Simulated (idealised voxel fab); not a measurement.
Process module under the name voxel transistor to metal
Section shown: cut. Width: 205 nm. Cell size: 5 nm, square.
Reading order for cross-sections: top band down to bottom band. Underlying form: a grid of square cells. Band size: one or more rows of cells. Basically the band line says how high the top is and how high the bottom is, in nm, and then what's in it from left to right, every material with its width in nm. Empty space shows up as "empty", and if a single material carries "throughout" it runs the full band edge to edge. The level at which height equals 0 is the one under which the wafer, as it arrives, is entirely one material. No lower edge exists for the bottom band, which continues downward and is notated as in "0 and below". So if you see something like "30..40" for the width, read it as the top row of the band sitting at the first number and the bottom row at the second, with every row in between moving by the same amount as the last. The cross-section has no changed cell in any step marked "everything unchanged". "Sealed cavities" - sealed voids, min. 8 cells, no opening to top; format: width x height at distance (distance from left edge; nm throughout). Formally, on a step line, whatever follows the settings is a remark that the simulator itself makes on the step. The optional step-line setting "overlay nm" applies to steps with a mask and quantifies how far to the right of its planned location the mask lay, a negative value indicating leftward placement.

[Planned process steps]
1 RECEIVE | material Si
2 CONFORMAL_DEP | material SiO2 | thk nm 5
3 CONFORMAL_DEP | material SiN | thk nm 15
4 DIRECTIONAL_DEP | material aC | thk nm 15
5 PATTERN | tone cover | mask id ACTIVE | material resist | width nm 115 | thk nm 35 | overlay nm 0
6 DIRECTIONAL_ETCH | etch materials aC | depth nm 15
7 STRIP | etch materials resist
8 DIRECTIONAL_ETCH | etch materials SiN | depth nm 15
9 DIRECTIONAL_ETCH | etch materials SiO2 | depth nm 5
10 DIRECTIONAL_ETCH | etch materials Si | depth nm 30
11 STRIP | etch materials aC
12 OXIDIZE | depth nm 5
13 FILL_DEP | material SiO2 | thk nm 5
14 CMP | height nm 20
15 SELECTIVE_ETCH | etch materials SiO2 | depth nm 15
16 STRIP | etch materials SiN
17 SELECTIVE_ETCH | etch materials SiO2 | depth nm 5
18 OXIDIZE | depth nm 5
19 DIRECTIONAL_DEP | material polySi | thk nm 20
20 DIRECTIONAL_DEP | material SiCN | thk nm 15
21 PATTERN | tone cover | mask id GATE | material resist | width nm 25 | thk nm 20 | overlay nm 0
22 DIRECTIONAL_ETCH | etch materials SiCN | depth nm 25
23 DIRECTIONAL_ETCH | etch materials polySi | depth nm 30
24 STRIP | etch materials resist
25 CONFORMAL_DEP | material SiO2 | thk nm 5
26 DIRECTIONAL_ETCH | etch materials SiO2 | depth nm 5
27 CONFORMAL_DEP | material SiN | thk nm 5
28 DIRECTIONAL_ETCH | etch materials SiN | depth nm 5
29 DIRECTIONAL_ETCH | etch materials SiO2 | depth nm 5
30 DIRECTIONAL_ETCH | etch materials Si | depth nm 10
31 EPI | material pSi | thk nm 15
32 FILL_DEP | material SiO2 | thk nm 5
33 CMP | height nm 35
34 DIRECTIONAL_DEP | material SiO2 | thk nm 15
35 PATTERN | tone open | mask id CONTACT | material resist | width nm 15 | pitch nm 75 | thk nm 20 | overlay nm 0
36 DIRECTIONAL_ETCH | etch materials SiO2 | depth nm 50
37 STRIP | etch materials resist
38 CONFORMAL_DEP | material TiN | thk nm 5
39 FILL_DEP | material Ru | thk nm 5
40 CMP | height nm 50
41 CONFORMAL_DEP | material SiN | thk nm 5
42 DIRECTIONAL_DEP | material lowk | thk nm 15
43 PATTERN | tone open | mask id METAL_1 | material resist | width nm 20 | pitch nm 75 | thk nm 15 | overlay nm 0
44 DIRECTIONAL_ETCH | etch materials lowk | depth nm 15
45 DIRECTIONAL_ETCH | etch materials SiN | depth nm 5
46 STRIP | etch materials resist
47 CONFORMAL_DEP | material TiN | thk nm 5
48 FILL_DEP | material W | thk nm 5
49 CMP | height nm 70
50 CONFORMAL_DEP | material SiN | thk nm 5
The wafers are alike at the start. At step 35, their width nm differs. The plan lists the first wafer's value.

[As-received state after step 1, first of several wafers, cross-section]
0 and below: Si throughout
Sealed cavities: none

[Cross-section of the first of several wafers, taken after step 50, where the module ends]
75 down to 70: SiN throughout
70 down to 55: lowk 55 nm  TiN 5 nm  W 10 nm  TiN 5 nm  lowk 55 nm  TiN 5 nm  W 10 nm  TiN 5 nm  lowk 55 nm
55 down to 50: SiN 55 nm  TiN 20 nm  SiN 55 nm  TiN 20 nm  SiN 55 nm
50 down to 35: SiO2 60 nm  TiN 5 nm  Ru 5 nm  TiN 5 nm  SiO2 60 nm  TiN 5 nm  Ru 5 nm  TiN 5 nm  SiO2 55 nm
35 down to 20: SiO2 60 nm  TiN 5 nm  Ru 5 nm  TiN 5 nm  SiO2 5 nm  SiN 5 nm  SiO2 5 nm  SiCN 25 nm  SiO2 5 nm  SiN 5 nm  SiO2 10 nm  TiN 5 nm  Ru 5 nm  TiN 5 nm  SiO2 55 nm
20 down to 15: SiO2 60 nm  TiN 5 nm  Ru 5 nm  TiN 5 nm  SiO2 5 nm  SiN 5 nm  SiO2 5 nm  polySi 25 nm  SiO2 5 nm  SiN 5 nm  SiO2 10 nm  TiN 5 nm  Ru 5 nm  TiN 5 nm  SiO2 55 nm
15 down to 10: SiO2 60 nm  TiN 15 nm  SiO2 5 nm  SiN 5 nm  SiO2 5 nm  polySi 25 nm  SiO2 5 nm  SiN 5 nm  SiO2 10 nm  TiN 15 nm  SiO2 55 nm
10 down to 0: SiO2 60 nm  TiN 5 nm  pSi 15 nm  SiN 5 nm  SiO2 5 nm  polySi 25 nm  SiO2 5 nm  SiN 5 nm  pSi 15 nm  TiN 10 nm  SiO2 55 nm
0 down to -5: SiO2 45 nm  pSi 35 nm  SiO2 45 nm  pSi 35 nm  SiO2 45 nm
-5 down to -15: SiO2 50 nm  pSi 30 nm  Si 45 nm  pSi 30 nm  SiO2 50 nm
-15 down to -35: SiO2 50 nm  Si 105 nm  SiO2 50 nm
-35 and below: Si throughout
Sealed cavities: none

[Here we cross-sectioned the last of the wafers once the module was done]
75 down to 70: SiN throughout
70 down to 55: lowk 55 nm  TiN 5 nm  W 10 nm  TiN 5 nm  lowk 55 nm  TiN 5 nm  W 10 nm  TiN 5 nm  lowk 55 nm
55 down to 50: SiN 55 nm  TiN 20 nm  SiN 55 nm  TiN 20 nm  SiN 55 nm
50 down to 40: SiO2 50 nm  TiN 5 nm  Ru 25 nm  TiN 5 nm  SiO2 40 nm  TiN 5 nm  Ru 25 nm  TiN 5 nm  SiO2 45 nm
40 down to 35: SiO2 50 nm  TiN 5 nm  Ru 20 nm  TiN 10 nm  SiO2 40 nm  TiN 5 nm  Ru 25 nm  TiN 5 nm  SiO2 45 nm
35 down to 20: SiO2 50 nm  TiN 5 nm  Ru 20 nm  TiN 5 nm  SiN 5 nm  SiO2 5 nm  SiCN 25 nm  SiO2 5 nm  SiN 5 nm  TiN 5 nm  Ru 25 nm  TiN 5 nm  SiO2 45 nm
20 down to 10: SiO2 50 nm  TiN 5 nm  Ru 20..5 nm  TiN 5..20 nm  SiN 5 nm  SiO2 5 nm  polySi 25 nm  SiO2 5 nm  SiN 5 nm  TiN 5..20 nm  Ru 25..10 nm  TiN 5 nm  SiO2 45 nm
10 down to 5: SiO2 50 nm  TiN 5 nm  Ru 5 nm  TiN 5 nm  pSi 15 nm  SiN 5 nm  SiO2 5 nm  polySi 25 nm  SiO2 5 nm  SiN 5 nm  pSi 15 nm  TiN 5 nm  Ru 10 nm  TiN 5 nm  SiO2 45 nm
5 down to 0: SiO2 50 nm  TiN 15 nm  pSi 15 nm  SiN 5 nm  SiO2 5 nm  polySi 25 nm  SiO2 5 nm  SiN 5 nm  pSi 15 nm  TiN 20 nm  SiO2 45 nm
0 down to -5: SiO2 45 nm  pSi 35 nm  SiO2 45 nm  pSi 35 nm  SiO2 45 nm
-5 down to -15: SiO2 50 nm  pSi 30 nm  Si 45 nm  pSi 30 nm  SiO2 50 nm
-15 down to -35: SiO2 50 nm  Si 105 nm  SiO2 50 nm
-35 and below: Si throughout
Sealed cavities: none

[Below is a per-wafer table. In it, each row describes the wafer at the end of the module by giving, for each material, the number of cells gained (+) or lost (-) since the wafer was received, and after that the closed voids of the wafer]
width nm 15 | +14 Ru | -185 Si | +15 SiCN | +88 SiN | +442 SiO2 | +60 TiN | +12 W | +99 lowk | +50 pSi | +20 polySi | Sealed cavities: none
width nm 20 | +28 Ru | -185 Si | +15 SiCN | +88 SiN | +424 SiO2 | +64 TiN | +12 W | +99 lowk | +50 pSi | +20 polySi | Sealed cavities: none
width nm 25 | +44 Ru | -185 Si | +15 SiCN | +88 SiN | +406 SiO2 | +66 TiN | +12 W | +99 lowk | +50 pSi | +20 polySi | Sealed cavities: none
width nm 30 | +60 Ru | -185 Si | +15 SiCN | +88 SiN | +388 SiO2 | +68 TiN | +12 W | +99 lowk | +50 pSi | +20 polySi | Sealed cavities: none
width nm 35 | +71 Ru | -185 Si | +15 SiCN | +88 SiN | +375 SiO2 | +70 TiN | +12 W | +99 lowk | +50 pSi | +20 polySi | Sealed cavities: none
